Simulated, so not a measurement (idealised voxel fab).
This section sets out a process module, namely voxel self aligned vias.
Each square cell in cross-section cut measures 5 nm, and the section as a whole is 225 nm wide.
Each cross-section below is a grid of square cells, stated as bands in top-down order, with one or more rows of cells making up each band.
The band entry comprises the height of the band's top followed by the height of its bottom, expressed in nm, and subsequently the band's materials from left to right, each stated together with its width in nm. Where a single material is marked with the word "full width", that material fills the band from edge to edge. The word "air" represents empty space.
Basically, 0 is our baseline, since under it the wafer straight out of the box is all one material. The bottom band has no lower end and keeps on going down, so it looks like "0 and below".
Width: "30 to 40" (first number = top row, second number = bottom row, same change from row to row of cells).
"stayed the same", as given for a step, is the statement that not any cell of the cross-section underwent a change during that step.
Any empty space of 8 cells or more lacking an open way to the top shows up in "Tabulated closed voids" as width x height at distance, distance from the left edge, in nm.
That trailing text on a step's line, after the settings, is the simulator's own remark on the step.
overlay nm: where the mask lay relative to plan, measured to the right, on steps with a mask; negatives go left.

## Planned process steps
1: RECEIVE with material Si
2: CONFORMAL_DEP with material SiO2, thk nm 15
3: CONFORMAL_DEP with material SiCN, thk nm 5
4: DIRECTIONAL_DEP with material SiO2, thk nm 20
5: PATTERN with tone open, mask id LINES, material resist, width nm 20, pitch nm 50, thk nm 20, overlay nm 0
6: DIRECTIONAL_ETCH with etch materials SiO2, depth nm 20
7: STRIP with etch materials resist
8: CONFORMAL_DEP with material TiN, thk nm 5
9: FILL_DEP with material Ru, thk nm 5
10: CMP with height nm 40
11: SELECTIVE_ETCH with etch materials W Ru TiN, depth nm 5
12: FILL_DEP with material SiN, thk nm 5
13: CMP with height nm 40
14: DIRECTIONAL_DEP with material SiO2, thk nm 15
15: DIRECTIONAL_DEP with material aC, thk nm 10
16: PATTERN with tone open, mask id VIAS, material resist, width nm 30, pitch nm 50, thk nm 25, overlay nm -15
17: DIRECTIONAL_ETCH with etch materials aC, depth nm 10
18: STRIP with etch materials resist
19: DIRECTIONAL_ETCH with etch materials SiO2, depth nm 15
20: DIRECTIONAL_ETCH with etch materials SiN, depth nm 5
21: STRIP with etch materials aC
22: CONFORMAL_DEP with material TiN, thk nm 5
23: FILL_DEP with material Ru, thk nm 5
24: CMP with height nm 55
25: CONFORMAL_DEP with material SiN, thk nm 5
For this document, wafers share an identical start and vary in the step 16 overlay nm; the plan quotes the first wafer's value.

## Incoming state of the first of several wafers in cross-section: after step 1
- 0 and below = Si full width
- Tabulated closed voids: none

## Take any row and you have a wafer at the end of the module: how many cells of each material it has gained (+) or lost (-) since it was received, and then its closed voids
overlay nm -15; +36 Ru; +45 SiCN; +51 SiN; +348 SiO2; +60 TiN; Tabulated closed voids: none
overlay nm -10; +39 Ru; +45 SiCN; +48 SiN; +348 SiO2; +60 TiN; Tabulated closed voids: none
overlay nm -5; +42 Ru; +45 SiCN; +45 SiN; +348 SiO2; +60 TiN; Tabulated closed voids: none
overlay nm 0; +42 Ru; +45 SiCN; +45 SiN; +348 SiO2; +60 TiN; Tabulated closed voids: none
overlay nm 5; +42 Ru; +45 SiCN; +45 SiN; +348 SiO2; +60 TiN; Tabulated closed voids: none
overlay nm 10; +39 Ru; +45 SiCN; +48 SiN; +348 SiO2; +60 TiN; Tabulated closed voids: none
overlay nm 15; +36 Ru; +45 SiCN; +51 SiN; +348 SiO2; +60 TiN; Tabulated closed voids: none
